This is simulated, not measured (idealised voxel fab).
Process module under the name voxel self aligned vias
Cross-section cut: width 280 nm, square cells of 5 nm.
Cross-section, as written here: a square-cell grid given band by band from the top down, where a band holds one or more rows of cells. Basically the band line says how high the top is and how high the bottom is, in nm, and then what's in it from left to right, every material with its width in nm. Empty space shows up as "air", and if a single material carries "throughout" it runs the full band edge to edge. Height datum 0, below which the as-received substrate wafer is one material. Lowest band open at the bottom, running downward: "z 0 and below". The width entry "30->40" should be interpreted row by row: the top row of cells in the band takes the first number, the bottom row takes the second number, and the change between adjacent rows is uniform throughout. You'll sometimes find "nothing was modified" written for a step, and that's the way of saying that nowhere in the cross-section did a cell change during that step. Closed-off voids of 8+ cells (no open route to the top) go in "Sealed cavities", written width x height at distance from the left edge, in nm. Step line, after settings: the simulator's comment on this step. A step line may carry the setting "overlay nm", which, for steps involving a mask, states the distance by which the mask lay to the right of its intended position; negative values denote displacement to the left.

PROCESS STEPS FORESEEN IN THE PLAN
| 1 | RECEIVE, material Si |
| 2 | CONFORMAL_DEP, material SiO2, thk nm 10 |
| 3 | CONFORMAL_DEP, material SiCN, thk nm 5 |
| 4 | DIRECTIONAL_DEP, material SiO2, thk nm 30 |
| 5 | MASKED_ETCH, tone open, mask id LINES, width nm 25, pitch nm 75, etch materials SiO2, depth nm 30, overlay nm 0 |
| 6 | CONFORMAL_DEP, material TiN, thk nm 5 |
| 7 | FILL_DEP, material W, thk nm 10 |
| 8 | CMP, height nm 45 |
| 9 | SELECTIVE_ETCH, etch materials W Ru TiN, depth nm 5 |
| 10 | FILL_DEP, material SiN, thk nm 10 |
| 11 | CMP, height nm 45 |
| 12 | DIRECTIONAL_DEP, material SiO2, thk nm 15 |
| 13 | PATTERN, tone open, mask id VIAS, material resist, width nm 45, thk nm 20, overlay nm 0 |
| 14 | DIRECTIONAL_ETCH, etch materials SiO2, depth nm 15 |
| 15 | DIRECTIONAL_ETCH, etch materials SiN, depth nm 5 |
| 16 | STRIP, etch materials resist |
| 17 | CONFORMAL_DEP, material TiN, thk nm 5 |
| 18 | FILL_DEP, material Cu, thk nm 10 |
| 19 | CMP, height nm 60 |
| 20 | CONFORMAL_DEP, material SiCN, thk nm 5 |

RECEIVED-STATE CROSS-SECTION, REFLECTING COMPLETION OF STEP 1
  z 0 and below: Si throughout
  Sealed cavities: none

CROSS-SECTION, FIRST OF TWO WAFERS, END OF MODULE, RUN AS PLANNED
  z 65 to 60: SiCN throughout
  z 60 to 50: 80 nm SiO2 / 5 nm TiN / 35 nm Cu / 5 nm TiN / 155 nm SiO2
  z 50 to 45: 80 nm SiO2 / 15 nm TiN / 15 nm Cu / 15 nm TiN / 155 nm SiO2
  z 45 to 40: 90 nm SiO2 / 25 nm TiN / 50 nm SiO2 / 25 nm SiN / 90 nm SiO2
  z 40 to 20: 90 nm SiO2 / 5 nm TiN / 15 nm W / 5 nm TiN / 50 nm SiO2 / 5 nm TiN / 15 nm W / 5 nm TiN / 90 nm SiO2
  z 20 to 15: 90 nm SiO2 / 25 nm TiN / 50 nm SiO2 / 25 nm TiN / 90 nm SiO2
  z 15 to 10: SiCN throughout
  z 10 to 0: SiO2 throughout
  z 0 and below: Si throughout
  Sealed cavities: none

HERE IS THE SECOND OF THE TWO WAFERS CUT OPEN AT THE END OF THE MODULE - SAME START, SAME PLAN AS THE FIRST ONE, BUT WE MADE ONE MISTAKE RUNNING IT
  z 65 to 60: SiCN throughout
  z 60 to 45: 80 nm SiO2 / 5 nm TiN / 35 nm Cu / 5 nm TiN / 155 nm SiO2
  z 45 to 40: 80 nm SiO2 / 45 nm TiN / 40 nm SiO2 / 25 nm SiN / 90 nm SiO2
  z 40 to 30: 80 nm SiO2 / 15 nm TiN / 15 nm W / 15 nm TiN / 40 nm SiO2 / 5 nm TiN / 15 nm W / 5 nm TiN / 90 nm SiO2
  z 30 to 20: 90 nm SiO2 / 5 nm TiN / 15 nm W / 5 nm TiN / 50 nm SiO2 / 5 nm TiN / 15 nm W / 5 nm TiN / 90 nm SiO2
  z 20 to 15: 90 nm SiO2 / 25 nm TiN / 50 nm SiO2 / 25 nm TiN / 90 nm SiO2
  z 15 to 10: SiCN throughout
  z 10 to 0: SiO2 throughout
  z 0 and below: Si throughout
  Sealed cavities: none
Diagnosis: step 14 of the plan was twice carried out
FYI, end of process, the second wafer has more or fewer cells of some materials than the first: Cu: 4 more, SiO2: 12 fewer, TiN: 8 more
